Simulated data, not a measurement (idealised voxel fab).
process module | voxel air gaps
In the cross-section labelled cut, the width is 210 nm and each square cell is 5 nm.
Format of a cross-section: grid, square cells. Given as bands. Order: top down. Band: one or more rows of cells. Quick guide to a band line: top height, bottom height (nm) up front; then every material left to right with its width in nm. Only one material and it's marked "throughout"? Then it fills the band edge to edge. And "empty" just means empty space. Below 0: as-received wafer, all one material; heights counted from there. Lowest band: no bottom, goes on down, written "from 0 down". Graded width ("30 to 40"): value in top row of band = first number; value in bottom row = second number; row-to-row change constant. A step reported as "no modifications" is a step in which no cell of the cross-section changed. The entry titled "Unvented internal voids" provides the empty spaces that have no open way to the top, restricted to those of 8 cells or more. Each is presented as width x height at distance, the distance being measured from the left edge, with all three in nm. Step line, after settings: the simulator's comment on this step. overlay nm: right-of-plan distance of the mask on a masked step; negative values mean left-of-plan.

The planned process steps are enumerated hereunder:
step 1: op RECEIVE | material Si
step 2: op CONFORMAL_DEP | material SiO2 | thk nm 10
step 3: op CONFORMAL_DEP | material SiN | thk nm 5
step 4: op DIRECTIONAL_DEP | material SiO2 | thk nm 30
step 5: op PATTERN | tone open | mask id LINES | material resist | width nm 20 | pitch nm 45 | thk nm 20 | overlay nm -10
step 6: op DIRECTIONAL_ETCH | etch materials SiO2 | depth nm 30
step 7: op STRIP | etch materials resist
step 8: op CONFORMAL_DEP | material TiN | thk nm 5
step 9: op FILL_DEP | material Cu | thk nm 10
step 10: op CMP | height nm 45
step 11: op EPI | material Ru | thk nm 10
step 12: op SELECTIVE_ETCH | etch materials SiO2 | depth nm 40
step 13: op CONFORMAL_DEP | material SiCN | thk nm 5
Across this set of wafers, the varied parameter is the overlay nm of step 5. Starting conditions are identical for every wafer, and the plan reports the value assigned to the first wafer.

Cross-section of the first of several wafers on receipt, reflecting completion of step 1:
- from 0 down = Si throughout
- Unvented internal voids: none

End of the module, past its last step, step 13: how the first of several wafers looks in cross-section:
- from 60 to 55 = SiCN 185 nm | empty 25 nm
- from 55 to 45 = SiCN 5 nm | Ru 40 nm | SiCN 5 nm | Ru 40 nm | SiCN 5 nm | Ru 40 nm | SiCN 5 nm | Ru 40 nm | SiCN 5 nm | empty 25 nm
- from 45 to 40 = SiCN 15 nm | TiN 5 nm | Cu 10 nm | TiN 5 nm | SiCN 25 nm | TiN 5 nm | Cu 10 nm | TiN 5 nm | SiCN 25 nm | TiN 5 nm | Cu 10 nm | TiN 5 nm | SiCN 25 nm | TiN 5 nm | Cu 10 nm | TiN 5 nm | SiCN 15 nm | empty 25 nm
- from 40 to 20 = empty 10 nm | SiCN 5 nm | TiN 5 nm | Cu 10 nm | TiN 5 nm | SiCN 5 nm | empty 15 nm | SiCN 5 nm | TiN 5 nm | Cu 10 nm | TiN 5 nm | SiCN 5 nm | empty 15 nm | SiCN 5 nm | TiN 5 nm | Cu 10 nm | TiN 5 nm | SiCN 5 nm | empty 15 nm | SiCN 5 nm | TiN 5 nm | Cu 10 nm | TiN 5 nm | SiCN 5 nm | empty 35 nm
- from 20 to 15 = SiCN 15 nm | TiN 20 nm | SiCN 25 nm | TiN 20 nm | SiCN 25 nm | TiN 20 nm | SiCN 25 nm | TiN 20 nm | SiCN 40 nm
- from 15 to 10 = SiN throughout
- from 10 to 0 = SiO2 throughout
- from 0 down = Si throughout
- Unvented internal voids: 10 x 20 at 0; 15 x 20 at 40; 15 x 20 at 85; 15 x 20 at 130

Cross-section of the final wafer among several, taken at the end of the module:
- from 60 to 55 = empty 25 nm | SiCN 185 nm
- from 55 to 45 = empty 25 nm | SiCN 5 nm | Ru 40 nm | SiCN 5 nm | Ru 40 nm | SiCN 5 nm | Ru 40 nm | SiCN 5 nm | Ru 40 nm | SiCN 5 nm
- from 45 to 40 = empty 25 nm | SiCN 15 nm | TiN 5 nm | Cu 10 nm | TiN 5 nm | SiCN 25 nm | TiN 5 nm | Cu 10 nm | TiN 5 nm | SiCN 25 nm | TiN 5 nm | Cu 10 nm | TiN 5 nm | SiCN 25 nm | TiN 5 nm | Cu 10 nm | TiN 5 nm | SiCN 15 nm
- from 40 to 20 = empty 35 nm | SiCN 5 nm | TiN 5 nm | Cu 10 nm | TiN 5 nm | SiCN 5 nm | empty 15 nm | SiCN 5 nm | TiN 5 nm | Cu 10 nm | TiN 5 nm | SiCN 5 nm | empty 15 nm | SiCN 5 nm | TiN 5 nm | Cu 10 nm | TiN 5 nm | SiCN 5 nm | empty 15 nm | SiCN 5 nm | TiN 5 nm | Cu 10 nm | TiN 5 nm | SiCN 5 nm | empty 10 nm
- from 20 to 15 = SiCN 40 nm | TiN 20 nm | SiCN 25 nm | TiN 20 nm | SiCN 25 nm | TiN 20 nm | SiCN 25 nm | TiN 20 nm | SiCN 15 nm
- from 15 to 10 = SiN throughout
- from 10 to 0 = SiO2 throughout
- from 0 down = Si throughout
- Unvented internal voids: 15 x 20 at 65; 15 x 20 at 110; 15 x 20 at 155; 10 x 20 at 200

Per wafer, end of module: cells gained (+) or lost (-) per material since receipt, then closed voids:
overlay nm -10 | +40 Cu | +64 Ru | +126 SiCN | +42 SiN | +84 SiO2 | +56 TiN | Unvented internal voids: 10 x 20 at 0; 15 x 20 at 40; 15 x 20 at 85; 15 x 20 at 130
overlay nm -5 | +40 Cu | +64 Ru | +126 SiCN | +42 SiN | +84 SiO2 | +56 TiN | Unvented internal voids: 15 x 20 at 45; 15 x 20 at 90; 15 x 20 at 135
overlay nm 0 | +40 Cu | +64 Ru | +126 SiCN | +42 SiN | +84 SiO2 | +56 TiN | Unvented internal voids: 15 x 20 at 50; 15 x 20 at 95; 15 x 20 at 140
overlay nm 5 | +40 Cu | +64 Ru | +126 SiCN | +42 SiN | +84 SiO2 | +56 TiN | Unvented internal voids: 15 x 20 at 55; 15 x 20 at 100; 15 x 20 at 145
overlay nm 10 | +40 Cu | +64 Ru | +126 SiCN | +42 SiN | +84 SiO2 | +56 TiN | Unvented internal voids: 15 x 20 at 60; 15 x 20 at 105; 15 x 20 at 150
overlay nm 15 | +40 Cu | +64 Ru | +126 SiCN | +42 SiN | +84 SiO2 | +56 TiN | Unvented internal voids: 15 x 20 at 65; 15 x 20 at 110; 15 x 20 at 155; 10 x 20 at 200
